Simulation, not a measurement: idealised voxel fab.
Presented below is a process module, voxel ribs on slabs.
In the cross-section labelled cut, the width is 200 nm and each square cell is 5 nm.
Notation: cross-section as square-cell grid; stated in bands, top first, going down; one or more cell rows per band. A band entry consists of two parts. The first gives the height of the band's top and the height of its bottom, in nm. The rest lists the band's materials from left to right, each with its width in nm. A single material labelled with the word "everywhere" fills the band from edge to edge, and the word "blank" marks empty space. Measure heights from 0. That's the level where, below it, the as-received wafer is all one material. The lowest band is bottomless and extends downward; write it as in "z 0 and below". Width "30 to 40": first value at the band's top row of cells, second value at its bottom row, equal change from row to row. It should be understood that the words "stayed the same", when stated for a given step, signify that the cross-section underwent no change in any of its cells during that step. "Enclosed cavity list" - sealed voids, min. 8 cells, no opening to top; format: width x height at distance (distance from left edge; nm throughout). What comes after the settings on a step's line is commentary from the simulator itself on that step. "overlay nm", when on a step's line for a step with a mask, measures how far to the right of its planned place the mask lay; a negative measure means to the left.
### Planned step list for the process
1,RECEIVE, material Si
2,DIRECTIONAL_DEP, material SiO2, thk nm 30
3,DIRECTIONAL_DEP, material polySi, thk nm 15
4,MASKED_ETCH, tone cover, mask id RIB, width nm 15, etch materials polySi, depth nm 10, overlay nm 0
5,PATTERN, tone cover, mask id SLAB, material resist, width nm 55, thk nm 15, overlay nm 0
6,DIRECTIONAL_ETCH, etch materials polySi, depth nm 5
7,STRIP, etch materials resist
8,FILL_DEP, material SiO2, thk nm 20
9,CMP, height nm 55
10,DIRECTIONAL_DEP, material W, thk nm 5
11,MASKED_ETCH, tone cover, mask id HEATER, width nm 25, etch materials W, depth nm 5, overlay nm 0
12,CONFORMAL_DEP, material SiN, thk nm 5
### Wafer, first of two, run as planned
### Cross-section: wafer on arrival = after step 1
    z 0 and below | Si everywhere
    Enclosed cavity list: none
### after step 2
    z 30 to 0 | SiO2 everywhere
    No changes below 0.
### after step 3
    z 45 to 30 | polySi everywhere
    No changes below 30.
### after step 4
    z 45 to 35 | blank=90, then polySi=15, then blank=95
    No changes below 35.
### after step 5
    z 60 to 45 | blank=70, then resist=55, then blank=75
    z 45 to 35 | blank=70, then resist=20, then polySi=15, then resist=20, then blank=75
    No changes below 35.
### after step 6
    z 60 to 45 | blank=70, then resist=55, then blank=75
    z 45 to 35 | blank=70, then resist=20, then polySi=15, then resist=20, then blank=75
    z 35 to 30 | blank=70, then polySi=55, then blank=75
    No changes below 30.
### after step 7
    z 45 to 35 | blank=90, then polySi=15, then blank=95
    No changes below 35.
### after step 8
    z 65 to 45 | SiO2 everywhere
    z 45 to 35 | SiO2=90, then polySi=15, then SiO2=95
    z 35 to 30 | SiO2=70, then polySi=55, then SiO2=75
    No changes below 30.
### after step 9
    z 55 to 45 | SiO2 everywhere
    No changes below 45.
### after step 10
    z 60 to 55 | W everywhere
    No changes below 55.
### after step 11
    z 60 to 55 | blank=85, then W=25, then blank=90
    No changes below 55.
### after step 12
    z 65 to 60 | blank=80, then SiN=35, then blank=85
    z 60 to 55 | SiN=85, then W=25, then SiN=90
    No changes below 55.
### For the second wafer, take the first wafer's start and plan, then add one mistake made in running it; everything through step 11, that step included, is shared with the first
Cross-section of the second wafer corresponding to the planned conclusion of step 12: stayed the same
So what did we get wrong on this run? step 12 of the plan got skipped, so it never ran
Looking at both finished wafers in cells, the second ends up ahead of or behind the first on some materials: SiN -42
